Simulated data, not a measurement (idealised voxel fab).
Process module, titled voxel tone inversion
Cross-section cut spans 195 nm and uses square cells 5 nm in size.
Cross-sections here: square-cell grids, written as top-down lists of bands, a band being one or more rows of cells. The entry gives the band's vertical extent as a top height and a bottom height in nm, then its horizontal make-up as materials from left to right, each with a width in nm. "air" stands for empty space; a single material marked "everywhere" fills the band edge to edge. Height 0 is the level under which the wafer as received is all one material. The lowest band goes on downwards, as in "0..down". The expression "30 to 40" gives the width at the extremes of the band, the first number at its top row of cells and the second at its bottom row, with the width changing by equal amounts from each row to the next in between. When a step is marked "no alterations made", none of the cells in the cross-section changed during that step. The list in "Closed empty spaces" covers empty spaces of 8 cells or more that cannot reach the top through any open way, and it gives each as width x height at distance; the distance is from the left edge, and width, height and distance are in nm. Formally, on a step line, whatever follows the settings is a remark that the simulator itself makes on the step. overlay nm: how far to the right of its planned place the mask lay on this masked step (negative: to the left).

## Intended process steps
step 1: RECEIVE [material Si]
step 2: CONFORMAL_DEP [material SiN] [thk nm 10]
step 3: DIRECTIONAL_DEP [material aC] [thk nm 15]
step 4: PATTERN [tone cover] [mask id POSTS] [material resist] [width nm 20] [pitch nm 45] [thk nm 25] [overlay nm 0]
step 5: DIRECTIONAL_ETCH [etch materials aC] [depth nm 15]
step 6: STRIP [etch materials resist]
step 7: FILL_DEP [material lowk] [thk nm 5]
step 8: CMP [height nm 25]
step 9: STRIP [etch materials aC]

## First wafer, two in total, run as planned

## Here's what the wafer looked like in cross-section when it arrived - that's after step 1
* 0..down: Si everywhere
* Closed empty spaces: none

## Cross-section of the wafer after step 2
* 10..0: SiN everywhere
* Below 0, no change.

## Cross-section of the wafer after step 3
* 25..10: aC everywhere
* Below 10, no change.

## Cross-section of the wafer after step 4
* 50..25: 65 nm air | 20 nm resist | 25 nm air | 20 nm resist | 65 nm air
* Below 25, no change.

## Cross-section of the wafer after step 5
* 35..25: 65 nm air | 20 nm resist | 25 nm air | 20 nm resist | 65 nm air
* 25..10: 65 nm air | 20 nm aC | 25 nm air | 20 nm aC | 65 nm air
* Below 10, no change.

## Cross-section of the wafer after step 6
* 25..10: 65 nm air | 20 nm aC | 25 nm air | 20 nm aC | 65 nm air
* Below 10, no change.

## Cross-section of the wafer after step 7
* 30..25: lowk everywhere
* 25..10: 65 nm lowk | 20 nm aC | 25 nm lowk | 20 nm aC | 65 nm lowk
* Below 10, no change.

## Cross-section of the wafer after step 8
* 25..10: 65 nm lowk | 20 nm aC | 25 nm lowk | 20 nm aC | 65 nm lowk
* Below 10, no change.

## Cross-section of the wafer after step 9
* 25..10: 65 nm lowk | 20 nm air | 25 nm lowk | 20 nm air | 65 nm lowk
* Below 10, no change.

## It is to be noted that the second wafer proceeded from the same initial state and according to the same plan as the first, although one mistake was committed in its execution; through step 6, inclusive, the two wafers share an identical history

## Cross-section of the second wafer when, according to plan, step 7 should have finished
* 30..25: SiN everywhere
* 25..10: 65 nm SiN | 20 nm aC | 25 nm SiN | 20 nm aC | 65 nm SiN
* Below 10, no change.

## Cross-section of the second wafer when, according to plan, step 8 should have finished
* 25..10: 65 nm SiN | 20 nm aC | 25 nm SiN | 20 nm aC | 65 nm SiN
* Below 10, no change.

## Cross-section of the second wafer when, according to plan, step 9 should have finished
* 25..10: 65 nm SiN | 20 nm air | 25 nm SiN | 20 nm air | 65 nm SiN
* Below 10, no change.
Processing error: in deviation from the planned setting, step 7 was conducted as FILL_DEP [material SiN] [thk nm 5]
At the finish, the second wafer shows more or fewer cells for some materials than the first does: +93 SiN, -93 lowk
